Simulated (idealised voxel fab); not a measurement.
Name of the process module below: voxel lift off
Cross-section cut spans 260 nm and uses square cells 5 nm in size.
We lay out every cross-section as a grid of square cells and spell it out in bands from the top down, where one band means one or more rows of cells. Basically the band line says how high the top is and how high the bottom is, in nm, and then what's in it from left to right, every material with its width in nm. Empty space shows up as "air", and if a single material carries "all across" it runs the full band edge to edge. Counting heights begins at 0, where everything beneath is, in the wafer as received, one material. The lowest band has no bottom; it goes on downwards, as "0..down" shows. Top row gets the first number, bottom row gets the second, and each row in between changes by the same step: that is how a band width like "30->40" works. "same as before" -> step changed no cross-section cell. Look at "Sealed internal voids" for the closed voids: empty spaces with no open path to the top, sized 8 cells or up. Each is width x height at distance, distance from the left edge, all nm. Heads up: the bit after the settings on a step's line is the simulator's remark on that step. overlay nm: for a step with a mask, the amount by which the mask lay right of where it was planned; a negative amount means left of it.

SET OUT BELOW ARE THE PLANNED STEPS OF THE PROCESS
1: RECEIVE | material Si
2: CONFORMAL_DEP | material SiN | thk nm 15
3: PATTERN | tone open | mask id LINES | material resist | width nm 25 | pitch nm 50 | thk nm 30 | overlay nm 0
4: DIRECTIONAL_DEP | material Ru | thk nm 15
5: STRIP | etch materials resist
6: CONFORMAL_DEP | material SiCN | thk nm 5

AS-RECEIVED WAFER CROSS-SECTION (AFTER STEP 1)
- 0..down = Si all across
- Sealed internal voids: none

THE FOLLOWING CROSS-SECTION DEPICTS THE WAFER UPON CONCLUSION OF THE MODULE. PROCESSING COMMENCED FROM THE STARTING CONDITION ILLUSTRATED ABOVE AND ADHERED TO THE PLAN ILLUSTRATED ABOVE, SAVE FOR ONE MISTAKE IN EXECUTION
- 50..45 = air 60 nm; SiCN 35 nm; air 15 nm; SiCN 35 nm; air 15 nm; SiCN 35 nm; air 65 nm
- 45..35 = air 60 nm; SiCN 5 nm; Ru 25 nm; SiCN 5 nm; air 15 nm; SiCN 5 nm; Ru 25 nm; SiCN 5 nm; air 15 nm; SiCN 5 nm; Ru 25 nm; SiCN 5 nm; air 65 nm
- 35..30 = SiCN 65 nm; Ru 25 nm; SiCN 25 nm; Ru 25 nm; SiCN 25 nm; Ru 25 nm; SiCN 70 nm
- 30..0 = SiN all across
- 0..down = Si all across
- Sealed internal voids: none
What went wrong in running the wafer? in the plan, step 2 was performed twice
